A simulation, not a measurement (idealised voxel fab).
process module | voxel wiring stack
cross-section cut | 255 nm wide | cells 5 nm
A cross-section is a grid of square cells, given in bands from the top down. A band is one or more rows of cells.
Each band's line starts with the height of the band's top and of its bottom, in nm. Then come its materials from left to right, each with its width in nm. One material with "throughout" fills the band from edge to edge. "air" is empty space.
Height 0 is the level under which the wafer as received is all one material. The lowest band goes on downwards, as in "0 down".
A width such as "30 to 40" changes by the same amount from each row of cells to the next, from the band's top row to its bottom row.
"no change" after a step means that no cell of the cross-section changed.
closed voids: empty space of 8 cells or more with no open way to the top, each as width x height at its distance from the left edge, in nm
after a step's settings: what the simulator itself notes on the step
overlay nm, on a step with a mask: how far to the right of its planned place the mask lay; to the left if negative
plan
1 op RECEIVE | material Si
2 op CONFORMAL_DEP | material SiO2 | thk nm 10
3 op DIRECTIONAL_DEP | material TiN | thk nm 5
4 op DIRECTIONAL_DEP | material Ru | thk nm 25
5 op PATTERN | tone cover | mask id METAL_1 | material resist | width nm 25 | pitch nm 45 | thk nm 20 | overlay nm 0
6 op DIRECTIONAL_ETCH | etch materials Ru | depth nm 25
7 op DIRECTIONAL_ETCH | etch materials TiN | depth nm 5
8 op STRIP | etch materials resist
9 op CONFORMAL_DEP | material SiN | thk nm 5
10 op FILL_DEP | material lowk | thk nm 5
11 op CMP | height nm 40
12 op CONFORMAL_DEP | material SiCN | thk nm 5
13 op DIRECTIONAL_DEP | material lowk | thk nm 25
14 op PATTERN | tone open | mask id METAL_2 | material resist | width nm 25 | pitch nm 45 | thk nm 20 | overlay nm 0
15 op DIRECTIONAL_ETCH | etch materials lowk | depth nm 15
16 op STRIP | etch materials resist
17 op PATTERN | tone open | mask id METAL_2_HOLES | material resist | width nm 15 | pitch nm 45 | thk nm 20 | overlay nm -15
18 op DIRECTIONAL_ETCH | etch materials lowk | depth nm 10
19 op DIRECTIONAL_ETCH | etch materials SiCN | depth nm 5
20 op STRIP | etch materials resist
21 op CONFORMAL_DEP | material TiN | thk nm 5
22 op FILL_DEP | material Cu | thk nm 5
23 op CMP | height nm 70
24 op CONFORMAL_DEP | material SiN | thk nm 5
varied across the wafers: overlay nm of step 17. The plan shows the first wafer's value. All wafers start alike
first wafer as received, after step 1
  0 down: Si throughout
  closed voids: none
first wafer at the end, after step 24
  75 to 70: SiN throughout
  70 to 60: lowk 30 | TiN 5 to 20 | Cu 30 to 15 | TiN 5 | lowk 5 | TiN 5 to 20 | Cu 30 to 15 | TiN 5 | lowk 5 | TiN 5 to 20 | Cu 30 to 15 | TiN 5 | lowk 5 | TiN 5 to 20 | Cu 30 to 15 | TiN 5 | lowk 50
  60 to 55: lowk 45 | TiN 25 | lowk 20 | TiN 25 | lowk 20 | TiN 25 | lowk 20 | TiN 25 | lowk 50
  55 to 45: lowk throughout
  45 to 40: SiCN throughout
  40 to 15: lowk 40 | SiN 5 | Ru 25 | SiN 5 | lowk 10 | SiN 5 | Ru 25 | SiN 5 | lowk 10 | SiN 5 | Ru 25 | SiN 5 | lowk 10 | SiN 5 | Ru 25 | SiN 5 | lowk 45
  15 to 10: SiN 45 | TiN 25 | SiN 20 | TiN 25 | SiN 20 | TiN 25 | SiN 20 | TiN 25 | SiN 50
  10 to 0: SiO2 throughout
  0 down: Si throughout
  closed voids: none
last wafer at the end
  75 to 70: SiN throughout
  70 to 60: lowk 45 | TiN 5 | Cu 20 to 15 | TiN 5 to 10 | lowk 15 | TiN 5 | Cu 20 to 15 | TiN 5 to 10 | lowk 15 | TiN 5 | Cu 20 to 15 | TiN 5 to 10 | lowk 15 | TiN 5 | Cu 20 to 15 | TiN 5 to 10 | lowk 45
  60 to 55: lowk 45 | TiN 25 | lowk 20 | TiN 25 | lowk 20 | TiN 25 | lowk 20 | TiN 25 | lowk 50
  55 to 45: lowk 60 | TiN 10 | lowk 35 | TiN 10 | lowk 35 | TiN 10 | lowk 35 | TiN 10 | lowk 50
  45 to 40: SiCN 60 | TiN 10 | SiCN 35 | TiN 10 | SiCN 35 | TiN 10 | SiCN 35 | TiN 10 | SiCN 50
  40 to 15: lowk 40 | SiN 5 | Ru 25 | SiN 5 | lowk 10 | SiN 5 | Ru 25 | SiN 5 | lowk 10 | SiN 5 | Ru 25 | SiN 5 | lowk 10 | SiN 5 | Ru 25 | SiN 5 | lowk 45
  15 to 10: SiN 45 | TiN 25 | SiN 20 | TiN 25 | SiN 20 | TiN 25 | SiN 20 | TiN 25 | SiN 50
  10 to 0: SiO2 throughout
  0 down: Si throughout
  closed voids: none
each wafer at the end: cells of each material gained (+) or lost (-) since it was received, then its closed voids
overlay nm -15 | +36 Cu | +100 Ru | +51 SiCN | +122 SiN | +102 SiO2 | +68 TiN | +286 lowk | closed voids: none
overlay nm -10 | +32 Cu | +100 Ru | +47 SiCN | +122 SiN | +102 SiO2 | +76 TiN | +286 lowk | closed voids: none
overlay nm -5 | +28 Cu | +100 Ru | +43 SiCN | +122 SiN | +102 SiO2 | +84 TiN | +286 lowk | closed voids: none
overlay nm 0 | +36 Cu | +100 Ru | +39 SiCN | +122 SiN | +102 SiO2 | +80 TiN | +286 lowk | closed voids: none
overlay nm 5 | +36 Cu | +100 Ru | +39 SiCN | +122 SiN | +102 SiO2 | +80 TiN | +286 lowk | closed voids: none
overlay nm 10 | +36 Cu | +100 Ru | +39 SiCN | +122 SiN | +102 SiO2 | +80 TiN | +286 lowk | closed voids: none
overlay nm 15 | +28 Cu | +100 Ru | +43 SiCN | +122 SiN | +102 SiO2 | +84 TiN | +286 lowk | closed voids: none
